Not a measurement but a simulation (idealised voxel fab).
process module | voxel transistor to metal
cross-section cut | 170 nm wide | cells 5 nm
A cross-section is a grid of square cells, given in bands from the top down. A band is one or more rows of cells.
Each band's line starts with the height of the band's top and of its bottom, in nm. Then come its materials from left to right, each with its width in nm. One material with "throughout" fills the band from edge to edge. "air" is empty space.
Height 0 is the level under which the wafer as received is all one material. The lowest band goes on downwards, as in "0 down".
A width such as "30 to 40" changes by the same amount from each row of cells to the next, from the band's top row to its bottom row.
"no change" after a step means that no cell of the cross-section changed.
closed voids: empty space of 8 cells or more with no open way to the top, each as width x height at its distance from the left edge, in nm
after a step's settings: what the simulator itself notes on the step
overlay nm, on a step with a mask: how far to the right of its planned place the mask lay; to the left if negative
plan
1 op RECEIVE | material Si
2 op OXIDIZE | depth nm 5
3 op CONFORMAL_DEP | material SiN | thk nm 10
4 op DIRECTIONAL_DEP | material aC | thk nm 10
5 op PATTERN | tone cover | mask id ACTIVE | material resist | width nm 105 | thk nm 25 | overlay nm 0
6 op DIRECTIONAL_ETCH | etch materials aC | depth nm 10
7 op STRIP | etch materials resist
8 op DIRECTIONAL_ETCH | etch materials SiN | depth nm 10
9 op DIRECTIONAL_ETCH | etch materials SiO2 | depth nm 5
10 op DIRECTIONAL_ETCH | etch materials Si | depth nm 30
11 op STRIP | etch materials aC
12 op FILL_DEP | material SiO2 | thk nm 10
13 op CMP | height nm 10
14 op SELECTIVE_ETCH | etch materials SiO2 | depth nm 10
15 op STRIP | etch materials SiN
16 op SELECTIVE_ETCH | etch materials SiO2 | depth nm 5
17 op OXIDIZE | depth nm 5
18 op DIRECTIONAL_DEP | material polySi | thk nm 30
19 op DIRECTIONAL_DEP | material SiCN | thk nm 15
20 op DIRECTIONAL_DEP | material aC | thk nm 10
21 op PATTERN | tone cover | mask id GATE | material resist | width nm 25 | thk nm 25 | overlay nm 0
22 op DIRECTIONAL_ETCH | etch materials aC | depth nm 10
23 op STRIP | etch materials resist
24 op DIRECTIONAL_ETCH | etch materials SiCN | depth nm 25
25 op DIRECTIONAL_ETCH | etch materials polySi | depth nm 40
26 op STRIP | etch materials aC
27 op CONFORMAL_DEP | material SiN | thk nm 10
28 op DIRECTIONAL_ETCH | etch materials SiN | depth nm 10
29 op DIRECTIONAL_ETCH | etch materials SiO2 | depth nm 5
30 op DIRECTIONAL_ETCH | etch materials Si | depth nm 5
31 op EPI | material nSi | thk nm 5
32 op FILL_DEP | material SiO2 | thk nm 5
33 op CMP | height nm 25
34 op STRIP | etch materials polySi
35 op SELECTIVE_ETCH | etch materials SiO2 | depth nm 5
36 op CONFORMAL_DEP | material HfO2 | thk nm 5
37 op CONFORMAL_DEP | material TiN | thk nm 5
38 op FILL_DEP | material W | thk nm 5
39 op CMP | height nm 20
40 op DIRECTIONAL_DEP | material SiO2 | thk nm 10
41 op MASKED_ETCH | tone open | mask id CONTACT | width nm 20 | pitch nm 75 | etch materials SiO2 | depth nm 40 | overlay nm 0
42 op CONFORMAL_DEP | material TiN | thk nm 5
43 op FILL_DEP | material Ru | thk nm 10
44 op CMP | height nm 30
45 op CONFORMAL_DEP | material SiCN | thk nm 5
46 op DIRECTIONAL_DEP | material SiO2 | thk nm 25
47 op DIRECTIONAL_DEP | material aC | thk nm 10
48 op PATTERN | tone open | mask id METAL_1 | material resist | width nm 20 | pitch nm 75 | thk nm 30 | overlay nm 0
49 op DIRECTIONAL_ETCH | etch materials aC | depth nm 10
50 op STRIP | etch materials resist
51 op DIRECTIONAL_ETCH | etch materials SiO2 | depth nm 25
52 op DIRECTIONAL_ETCH | etch materials SiCN | depth nm 5
53 op STRIP | etch materials aC
54 op CONFORMAL_DEP | material TiN | thk nm 5
55 op FILL_DEP | material Cu | thk nm 5
56 op CMP | height nm 60
57 op CONFORMAL_DEP | material SiN | thk nm 5
as received, after step 1
  0 down: Si throughout
  closed voids: none
first wafer at the end, as planned
  65 to 60: SiN throughout
  60 to 35: SiO2 35 | TiN 5 | Cu 10 | TiN 5 | SiO2 55 | TiN 5 | Cu 10 | TiN 5 | SiO2 40
  35 to 30: SiCN 35 | TiN 20 | SiCN 55 | TiN 20 | SiCN 40
  30 to 20: SiO2 35 | TiN 5 | Ru 10 | TiN 5 | SiO2 55 | TiN 5 | Ru 10 | TiN 5 | SiO2 40
  20 to 0: SiO2 35 | TiN 5 | Ru 10 | TiN 5 | SiO2 5 | SiN 10 | HfO2 5 | TiN 5 | W 5 | TiN 5 | HfO2 5 | SiN 10 | SiO2 5 | TiN 5 | Ru 10 | TiN 5 | SiO2 40
  0 to -5: SiO2 35 | TiN 5 | Ru 10 | TiN 5 | SiO2 5 | SiN 10 | HfO2 5 | TiN 15 | HfO2 5 | SiN 10 | SiO2 5 | TiN 5 | Ru 10 | TiN 5 | SiO2 40
  -5 to -10: SiO2 35 | TiN 20 | nSi 5 | SiO2 5 | HfO2 35 | SiO2 5 | nSi 5 | TiN 20 | SiO2 40
  -10 to -15: SiO2 30 | nSi 30 | Si 45 | nSi 30 | SiO2 35
  -15 to -35: SiO2 30 | Si 105 | SiO2 35
  -35 down: Si throughout
  closed voids: none
second wafer at the end: like start, like plan, one mistake
  65 to 60: SiN throughout
  60 to 40: SiO2 35 | TiN 5 | Cu 10 | TiN 5 | SiO2 55 | TiN 5 | Cu 10 | TiN 5 | SiO2 40
  40 to 35: SiO2 35 | TiN 20 | SiO2 55 | TiN 20 | SiO2 40
  35 to 30: Cu throughout
  30 to 20: SiO2 35 | TiN 5 | Ru 10 | TiN 5 | SiO2 55 | TiN 5 | Ru 10 | TiN 5 | SiO2 40
  20 to 0: SiO2 35 | TiN 5 | Ru 10 | TiN 5 | SiO2 5 | SiN 10 | HfO2 5 | TiN 5 | W 5 | TiN 5 | HfO2 5 | SiN 10 | SiO2 5 | TiN 5 | Ru 10 | TiN 5 | SiO2 40
  0 to -5: SiO2 35 | TiN 5 | Ru 10 | TiN 5 | SiO2 5 | SiN 10 | HfO2 5 | TiN 15 | HfO2 5 | SiN 10 | SiO2 5 | TiN 5 | Ru 10 | TiN 5 | SiO2 40
  -5 to -10: SiO2 35 | TiN 20 | nSi 5 | SiO2 5 | HfO2 35 | SiO2 5 | nSi 5 | TiN 20 | SiO2 40
  -10 to -15: SiO2 30 | nSi 30 | Si 45 | nSi 30 | SiO2 35
  -15 to -35: SiO2 30 | Si 105 | SiO2 35
  -35 down: Si throughout
  closed voids: none
what went wrong: step 45 ran as: op CONFORMAL_DEP | material Cu | thk nm 5
at the end the second wafer has, in cells: 30 more of Cu | 26 fewer of SiCN | 4 fewer of TiN
